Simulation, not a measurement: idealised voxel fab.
This section sets out a process module, namely voxel transistor to metal.
Cross-sectional view cut (width: 300 nm; square cell size: 5 nm).
Throughout this document, each cross-section is represented as a grid of square cells and is presented as a sequence of bands enumerated from the top downward, where a band comprises one or more rows of cells. What a band's entry tells you: where the top is and where the bottom is, as heights in nm, and after that what lies inside, material by material from left to right, each with its width in nm. Empty space is written as the word "empty", and a single material marked with the word "full width" occupies the band from edge to edge. Below 0: as-received wafer, all one material; heights counted from there. Lowest band: no bottom, goes on down, written "0 -> down". The expression "30->40" gives the width at the extremes of the band, the first number at its top row of cells and the second at its bottom row, with the width changing by equal amounts from each row to the next in between. Where a step carries "no modifications", the cross-section came out of it unchanged, cell for cell. Sealed cavities: empty space of 8 cells or more with no open way to the top, each as width x height at its distance from the left edge, in nm. If you see something after the settings on a step's line, that's the simulator's own remark about that step. "overlay nm" on a masked step: distance the mask lay right of its planned place, negative for left.
**Planned process steps**
1. RECEIVE | material Si
2. OXIDIZE | depth nm 5
3. CONFORMAL_DEP | material SiN | thk nm 10
4. MASKED_ETCH | tone cover | mask id ACTIVE | width nm 100 | pitch nm 140 | etch materials SiN | depth nm 10 | overlay nm 0
5. MASKED_ETCH | tone cover | mask id ACTIVE | width nm 110 | pitch nm 140 | etch materials SiO2 | depth nm 5 | overlay nm 0
6. MASKED_ETCH | tone cover | mask id ACTIVE | width nm 110 | pitch nm 140 | etch materials Si | depth nm 35 | overlay nm 0
7. FILL_DEP | material SiO2 | thk nm 15
8. CMP | height nm 10
9. SELECTIVE_ETCH | etch materials SiO2 | depth nm 10
10. STRIP | etch materials SiN
11. SELECTIVE_ETCH | etch materials SiO2 | depth nm 5
12. OXIDIZE | depth nm 5
13. DIRECTIONAL_DEP | material polySi | thk nm 30
14. DIRECTIONAL_DEP | material SiCN | thk nm 15
15. PATTERN | tone cover | mask id GATE | material resist | width nm 20 | pitch nm 140 | thk nm 15 | overlay nm 0
16. DIRECTIONAL_ETCH | etch materials SiCN | depth nm 25
17. DIRECTIONAL_ETCH | etch materials polySi | depth nm 40
18. STRIP | etch materials resist
19. CONFORMAL_DEP | material SiO2 | thk nm 5
20. DIRECTIONAL_ETCH | etch materials SiO2 | depth nm 5
21. CONFORMAL_DEP | material SiN | thk nm 5
22. DIRECTIONAL_ETCH | etch materials SiN | depth nm 5
23. DIRECTIONAL_ETCH | etch materials SiO2 | depth nm 5
24. DIRECTIONAL_ETCH | etch materials Si | depth nm 15
25. EPI | material pSi | thk nm 15
26. FILL_DEP | material SiO2 | thk nm 5
27. CMP | height nm 40
28. DIRECTIONAL_DEP | material SiO2 | thk nm 10
29. MASKED_ETCH | tone open | mask id CONTACT | width nm 20 | pitch nm 70 | etch materials SiO2 | depth nm 60 | overlay nm 0
30. CONFORMAL_DEP | material TiN | thk nm 5
31. FILL_DEP | material W | thk nm 5
32. CMP | height nm 50
33. CONFORMAL_DEP | material SiCN | thk nm 5
34. DIRECTIONAL_DEP | material SiO2 | thk nm 25
35. MASKED_ETCH | tone open | mask id METAL_1 | width nm 20 | pitch nm 70 | etch materials SiO2 | depth nm 25 | overlay nm 0
36. MASKED_ETCH | tone open | mask id METAL_1 | width nm 20 | pitch nm 70 | etch materials SiCN | depth nm 5 | overlay nm 0
37. CONFORMAL_DEP | material TiN | thk nm 5
38. FILL_DEP | material Cu | thk nm 10
39. CMP | height nm 80
40. EPI | material Ru | thk nm 5
41. FILL_DEP | material SiCN | thk nm 5
Where the wafers of this document differ is in the width nm of step 4; they start out the same, and the plan states the value that applied to the first wafer.
**Cross-section of the first incoming wafer of several, state after step 1**
0 -> down | Si full width
Sealed cavities: none
**End-of-module cross-section, first of several wafers, after last step 41**
90 -> 85 | SiCN full width
85 -> 80 | 30 of SiCN; 30 of Ru; 40 of SiCN; 30 of Ru; 40 of SiCN; 30 of Ru; 40 of SiCN; 30 of Ru; 30 of SiCN
80 -> 55 | 35 of SiO2; 5 of TiN; 10 of Cu; 5 of TiN; 50 of SiO2; 5 of TiN; 10 of Cu; 5 of TiN; 50 of SiO2; 5 of TiN; 10 of Cu; 5 of TiN; 50 of SiO2; 5 of TiN; 10 of Cu; 5 of TiN; 35 of SiO2
55 -> 50 | 35 of SiCN; 20 of TiN; 50 of SiCN; 20 of TiN; 50 of SiCN; 20 of TiN; 50 of SiCN; 20 of TiN; 35 of SiCN
50 -> 40 | 35 of SiO2; 5 of TiN; 10 of W; 5 of TiN; 50 of SiO2; 5 of TiN; 10 of W; 5 of TiN; 50 of SiO2; 5 of TiN; 10 of W; 5 of TiN; 50 of SiO2; 5 of TiN; 10 of W; 5 of TiN; 35 of SiO2
40 -> 25 | 35 of SiO2; 5 of TiN; 10 of W; 5 of TiN; 5 of SiO2; 5 of SiN; 5 of SiO2; 20 of SiCN; 5 of SiO2; 5 of SiN; 5 of SiO2; 5 of TiN; 10 of W; 5 of TiN; 50 of SiO2; 5 of TiN; 10 of W; 5 of TiN; 5 of SiO2; 5 of SiN; 5 of SiO2; 20 of SiCN; 5 of SiO2; 5 of SiN; 5 of SiO2; 5 of TiN; 10 of W; 5 of TiN; 35 of SiO2
25 -> 10 | 35 of SiO2; 5 of TiN; 10 of W; 5 of TiN; 5 of SiO2; 5 of SiN; 5 of SiO2; 20 of polySi; 5 of SiO2; 5 of SiN; 5 of SiO2; 5 of TiN; 10 of W; 5 of TiN; 50 of SiO2; 5 of TiN; 10 of W; 5 of TiN; 5 of SiO2; 5 of SiN; 5 of SiO2; 20 of polySi; 5 of SiO2; 5 of SiN; 5 of SiO2; 5 of TiN; 10 of W; 5 of TiN; 35 of SiO2
10 -> 5 | 35 of SiO2; 20 of TiN; 5 of SiO2; 5 of SiN; 5 of SiO2; 20 of polySi; 5 of SiO2; 5 of SiN; 5 of SiO2; 20 of TiN; 50 of SiO2; 20 of TiN; 5 of SiO2; 5 of SiN; 5 of SiO2; 20 of polySi; 5 of SiO2; 5 of SiN; 5 of SiO2; 20 of TiN; 35 of SiO2
5 -> -5 | 35 of SiO2; 10 of TiN; 15 of pSi; 5 of SiN; 5 of SiO2; 20 of polySi; 5 of SiO2; 5 of SiN; 15 of pSi; 10 of TiN; 50 of SiO2; 10 of TiN; 15 of pSi; 5 of SiN; 5 of SiO2; 20 of polySi; 5 of SiO2; 5 of SiN; 15 of pSi; 10 of TiN; 35 of SiO2
-5 -> -10 | 35 of SiO2; 10 of TiN; 15 of pSi; 40 of SiO2; 15 of pSi; 10 of TiN; 50 of SiO2; 10 of TiN; 15 of pSi; 40 of SiO2; 15 of pSi; 10 of TiN; 35 of SiO2
-10 -> -25 | 25 of SiO2; 35 of pSi; 40 of Si; 35 of pSi; 30 of SiO2; 35 of pSi; 40 of Si; 35 of pSi; 25 of SiO2
-25 -> -40 | 25 of SiO2; 110 of Si; 30 of SiO2; 110 of Si; 25 of SiO2
-40 -> down | Si full width
Sealed cavities: none
**The last wafer as seen in cross-section at the end of the module**
90 -> 85 | SiCN full width
85 -> 80 | 30 of SiCN; 30 of Ru; 40 of SiCN; 30 of Ru; 40 of SiCN; 30 of Ru; 40 of SiCN; 30 of Ru; 30 of SiCN
80 -> 55 | 35 of SiO2; 5 of TiN; 10 of Cu; 5 of TiN; 50 of SiO2; 5 of TiN; 10 of Cu; 5 of TiN; 50 of SiO2; 5 of TiN; 10 of Cu; 5 of TiN; 50 of SiO2; 5 of TiN; 10 of Cu; 5 of TiN; 35 of SiO2
55 -> 50 | 35 of SiCN; 20 of TiN; 50 of SiCN; 20 of TiN; 50 of SiCN; 20 of TiN; 50 of SiCN; 20 of TiN; 35 of SiCN
50 -> 40 | 35 of SiO2; 5 of TiN; 10 of W; 5 of TiN; 50 of SiO2; 5 of TiN; 10 of W; 5 of TiN; 50 of SiO2; 5 of TiN; 10 of W; 5 of TiN; 50 of SiO2; 5 of TiN; 10 of W; 5 of TiN; 35 of SiO2
40 -> 25 | 35 of SiO2; 5 of TiN; 10 of W; 5 of TiN; 5 of SiO2; 5 of SiN; 5 of SiO2; 20 of SiCN; 5 of SiO2; 5 of SiN; 5 of SiO2; 5 of TiN; 10 of W; 5 of TiN; 50 of SiO2; 5 of TiN; 10 of W; 5 of TiN; 5 of SiO2; 5 of SiN; 5 of SiO2; 20 of SiCN; 5 of SiO2; 5 of SiN; 5 of SiO2; 5 of TiN; 10 of W; 5 of TiN; 35 of SiO2
25 -> 10 | 35 of SiO2; 5 of TiN; 10 of W; 5 of TiN; 5 of SiO2; 5 of SiN; 5 of SiO2; 20 of polySi; 5 of SiO2; 5 of SiN; 5 of SiO2; 5 of TiN; 10 of W; 5 of TiN; 50 of SiO2; 5 of TiN; 10 of W; 5 of TiN; 5 of SiO2; 5 of SiN; 5 of SiO2; 20 of polySi; 5 of SiO2; 5 of SiN; 5 of SiO2; 5 of TiN; 10 of W; 5 of TiN; 35 of SiO2
10 -> 5 | 35 of SiO2; 20 of TiN; 5 of SiO2; 5 of SiN; 5 of SiO2; 20 of polySi; 5 of SiO2; 5 of SiN; 5 of SiO2; 20 of TiN; 50 of SiO2; 20 of TiN; 5 of SiO2; 5 of SiN; 5 of SiO2; 20 of polySi; 5 of SiO2; 5 of SiN; 5 of SiO2; 20 of TiN; 35 of SiO2
5 -> -5 | 35 of SiO2; 10 of TiN; 15 of pSi; 5 of SiN; 5 of SiO2; 20 of polySi; 5 of SiO2; 5 of SiN; 15 of pSi; 10 of TiN; 50 of SiO2; 10 of TiN; 15 of pSi; 5 of SiN; 5 of SiO2; 20 of polySi; 5 of SiO2; 5 of SiN; 15 of pSi; 10 of TiN; 35 of SiO2
-5 -> -10 | 35 of SiO2; 10 of TiN; 15 of pSi; 40 of SiO2; 15 of pSi; 10 of TiN; 50 of SiO2; 10 of TiN; 15 of pSi; 40 of SiO2; 15 of pSi; 10 of TiN; 35 of SiO2
-10 -> -25 | 20 of SiO2; 40 of pSi; 40 of Si; 45 of pSi; 15 of SiO2; 40 of pSi; 40 of Si; 45 of pSi; 15 of SiO2
-25 -> -40 | 20 of SiO2; 125 of Si; 15 of SiO2; 125 of Si; 15 of SiO2
-40 -> down | Si full width
Sealed cavities: none
**Each row below is a wafer at the end of the module, listing for every material the number of cells it has gained (+) or lost (-) since it was received, followed by its closed voids**
width nm 100, +40 Cu, +24 Ru, -300 Si, +164 SiCN, +36 SiN, +724 SiO2, +160 TiN, +64 W, +120 pSi, +48 polySi, Sealed cavities: none
width nm 105, +40 Cu, +24 Ru, -300 Si, +164 SiCN, +36 SiN, +724 SiO2, +160 TiN, +64 W, +120 pSi, +48 polySi, Sealed cavities: none
width nm 110, +40 Cu, +24 Ru, -300 Si, +164 SiCN, +36 SiN, +724 SiO2, +160 TiN, +64 W, +120 pSi, +48 polySi, Sealed cavities: none
width nm 115, +40 Cu, +24 Ru, -294 Si, +164 SiCN, +36 SiN, +712 SiO2, +160 TiN, +64 W, +126 pSi, +48 polySi, Sealed cavities: none
width nm 120, +40 Cu, +24 Ru, -288 Si, +164 SiCN, +36 SiN, +700 SiO2, +160 TiN, +64 W, +132 pSi, +48 polySi, Sealed cavities: none
width nm 125, +40 Cu, +24 Ru, -282 Si, +164 SiCN, +36 SiN, +688 SiO2, +160 TiN, +64 W, +138 pSi, +48 polySi, Sealed cavities: none
